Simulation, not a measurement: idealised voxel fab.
process module | voxel gate over fins
cross-section cut | 235 nm wide | cells 5 nm
A cross-section is a grid of square cells, given in bands from the top down. A band is one or more rows of cells.
Each band's line starts with the height of the band's top and of its bottom, in nm. Then come its materials from left to right, each with its width in nm. One material with "throughout" fills the band from edge to edge. "air" is empty space.
Height 0 is the level under which the wafer as received is all one material. The lowest band goes on downwards, as in "0 down".
A width such as "30 to 40" changes by the same amount from each row of cells to the next, from the band's top row to its bottom row.
"no change" after a step means that no cell of the cross-section changed.
closed voids: empty space of 8 cells or more with no open way to the top, each as width x height at its distance from the left edge, in nm
after a step's settings: what the simulator itself notes on the step
overlay nm, on a step with a mask: how far to the right of its planned place the mask lay; to the left if negative
plan
1 op RECEIVE | material Si
2 op CONFORMAL_DEP | material SiN | thk nm 10
3 op MASKED_ETCH | tone cover | mask id FINS | width nm 15 | pitch nm 50 | etch materials SiN | depth nm 10 | overlay nm 0
4 op MASKED_ETCH | tone cover | mask id FINS | width nm 15 | pitch nm 50 | etch materials Si | depth nm 30 | overlay nm 0
5 op OXIDIZE | depth nm 5
6 op FILL_DEP | material SiO2 | thk nm 10
7 op CMP | height nm 10
8 op PATTERN | tone open | mask id RAIL | material resist | width nm 15 | thk nm 15 | overlay nm 0
9 op DIRECTIONAL_ETCH | etch materials SiO2 | depth nm 35
10 op STRIP | etch materials resist
11 op CONFORMAL_DEP | material TiN | thk nm 5
12 op FILL_DEP | material W | thk nm 5
13 op CMP | height nm 10
14 op SELECTIVE_ETCH | etch materials W Ru TiN | depth nm 30
15 op FILL_DEP | material SiO2 | thk nm 5
16 op CMP | height nm 10
17 op SELECTIVE_ETCH | etch materials SiO2 | depth nm 20
18 op STRIP | etch materials SiN
19 op CONFORMAL_DEP | material HfO2 | thk nm 5
20 op CONFORMAL_DEP | material TiN | thk nm 5
21 op CONFORMAL_DEP | material TiAl | thk nm 5
22 op CONFORMAL_DEP | material TiN | thk nm 5
23 op FILL_DEP | material W | thk nm 10
24 op CMP | height nm 25
25 op CONFORMAL_DEP | material SiN | thk nm 5
varied across the wafers: thk nm of step 25. The plan shows the first wafer's value. All wafers start alike
first wafer as received, after step 1
  0 down: Si throughout
  closed voids: none
each wafer at the end: cells of each material gained (+) or lost (-) since it was received, then its closed voids
thk nm 5 | +63 HfO2 | -301 Si | +47 SiN | +212 SiO2 | +63 TiAl | +129 TiN | +69 W | closed voids: none
thk nm 10 | +63 HfO2 | -301 Si | +94 SiN | +212 SiO2 | +63 TiAl | +129 TiN | +69 W | closed voids: none
thk nm 15 | +63 HfO2 | -301 Si | +141 SiN | +212 SiO2 | +63 TiAl | +129 TiN | +69 W | closed voids: none
thk nm 20 | +63 HfO2 | -301 Si | +188 SiN | +212 SiO2 | +63 TiAl | +129 TiN | +69 W | closed voids: none
